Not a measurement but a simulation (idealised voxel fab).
process module | voxel air gaps
cross-section cut | 205 nm wide | cells 5 nm
A cross-section is a grid of square cells, given in bands from the top down. A band is one or more rows of cells.
Each band's line starts with the height of the band's top and of its bottom, in nm. Then come its materials from left to right, each with its width in nm. One material with "throughout" fills the band from edge to edge. "air" is empty space.
Height 0 is the level under which the wafer as received is all one material. The lowest band goes on downwards, as in "0 down".
A width such as "30 to 40" changes by the same amount from each row of cells to the next, from the band's top row to its bottom row.
"no change" after a step means that no cell of the cross-section changed.
closed voids: empty space of 8 cells or more with no open way to the top, each as width x height at its distance from the left edge, in nm
after a step's settings: what the simulator itself notes on the step
overlay nm, on a step with a mask: how far to the right of its planned place the mask lay; to the left if negative
plan
1 op RECEIVE | material Si
2 op CONFORMAL_DEP | material SiO2 | thk nm 10
3 op CONFORMAL_DEP | material SiN | thk nm 5
4 op DIRECTIONAL_DEP | material SiO2 | thk nm 35
5 op PATTERN | tone open | mask id LINES | material resist | width nm 25 | pitch nm 55 | thk nm 20 | overlay nm 0
6 op DIRECTIONAL_ETCH | etch materials SiO2 | depth nm 35
7 op STRIP | etch materials resist
8 op CONFORMAL_DEP | material TiN | thk nm 5
9 op FILL_DEP | material Ru | thk nm 5
10 op CMP | height nm 50
11 op EPI | material Ru | thk nm 10
12 op SELECTIVE_ETCH | etch materials SiO2 | depth nm 45
13 op CONFORMAL_DEP | material SiCN | thk nm 5
as received, after step 1
  0 down: Si throughout
  closed voids: none
a wafer at the end: this start, this plan, one mistake
  65 to 60: air 20 | SiCN 170 | air 15
  60 to 50: air 20 | SiCN 5 | Ru 50 | SiCN 5 | Ru 50 | SiCN 5 | Ru 50 | SiCN 5 | air 15
  50 to 45: air 20 | SiCN 15 | TiN 5 | Ru 20 | TiN 5 | SiCN 25 | TiN 5 | Ru 20 | TiN 5 | SiCN 25 | TiN 5 | Ru 20 | TiN 5 | SiCN 15 | air 15
  45 to 20: air 30 | SiCN 5 | TiN 5 | Ru 20 | TiN 5 | SiCN 5 | air 15 | SiCN 5 | TiN 5 | Ru 20 | TiN 5 | SiCN 5 | air 15 | SiCN 5 | TiN 5 | Ru 20 | TiN 5 | SiCN 5 | air 25
  20 to 15: SiCN 35 | TiN 30 | SiCN 25 | TiN 30 | SiCN 25 | TiN 30 | SiCN 30
  15 to 10: SiN throughout
  10 to 0: SiO2 throughout
  0 down: Si throughout
  closed voids: 15 x 25 at 70; 15 x 25 at 125
what went wrong: step 5 ran as: op PATTERN | tone open | mask id LINES | material resist | width nm 30 | pitch nm 55 | thk nm 20 | overlay nm 0
